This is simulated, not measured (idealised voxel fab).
Name of the process module below: voxel ribs on slabs
Section cut is 160 nm wide and gridded with 5 nm square cells.
The cross-sections in this document take the form of a grid made of square cells. They are written out as bands, in order from top to bottom. Each band consists of one or more rows of cells.
Band: top and bottom heights (nm) first, top before bottom; then materials from left to right, widths in nm. "edge to edge" marks a sole material filling the band edge to edge. "empty" denotes empty space.
The level at which height equals 0 is the one under which the wafer, as it arrives, is entirely one material. No lower edge exists for the bottom band, which continues downward and is notated as in "0..down".
When a width is written as two numbers, as in "30 to 40", the first number is the width in the top row of cells of the band and the second is the width in its bottom row, and the width changes by the same amount from each row to the next.
No cell of the cross-section changed in a step that is given as "no change".
Empty spaces counting at least 8 cells and having no open way to the top are listed in "Entrapped void list". The notation width x height at distance is used for each, the distance being from the left edge and all three values in nm.
Anything after a step's settings on that line? It's the simulator's own note about the step.
"overlay nm" answers the question of how far to the right of plan the mask lay on a step that has a mask, and when it is negative the answer is to the left.

PLAN
step 1: op RECEIVE | material Si
step 2: op DIRECTIONAL_DEP | material SiO2 | thk nm 20
step 3: op DIRECTIONAL_DEP | material polySi | thk nm 20
step 4: op PATTERN | tone cover | mask id RIB | material resist | width nm 30 | thk nm 15 | overlay nm 0
step 5: op DIRECTIONAL_ETCH | etch materials polySi | depth nm 5
step 6: op STRIP | etch materials resist
step 7: op PATTERN | tone cover | mask id SLAB | material resist | width nm 60 | thk nm 20 | overlay nm 0
step 8: op DIRECTIONAL_ETCH | etch materials polySi | depth nm 15
step 9: op STRIP | etch materials resist
step 10: op FILL_DEP | material SiO2 | thk nm 20
step 11: op CMP | height nm 50
step 12: op DIRECTIONAL_DEP | material TiN | thk nm 10
step 13: op PATTERN | tone cover | mask id HEATER | material resist | width nm 40 | thk nm 15 | overlay nm 0
step 14: op DIRECTIONAL_ETCH | etch materials TiN | depth nm 10
step 15: op STRIP | etch materials resist
step 16: op CONFORMAL_DEP | material SiO2 | thk nm 5

WAFER AT RECEIPT (POST STEP 1), CROSS-SECTION
  0..down  Si edge to edge
  Entrapped void list: none

WAFER AT MODULE END, IN SECTION. BEGAN AS ABOVE, PLANNED AS ABOVE, RUN WITH ONE MISTAKE
  65..60  empty 55, SiO2 50, empty 55
  60..55  empty 55, SiO2 5, TiN 40, SiO2 5, empty 55
  55..50  SiO2 60, TiN 40, SiO2 60
  50..40  SiO2 50, polySi 60, SiO2 50
  40..20  polySi edge to edge
  20..0  SiO2 edge to edge
  0..down  Si edge to edge
  Entrapped void list: none
Deviation noted in wafer processing: in the plan, step 3 was performed twice
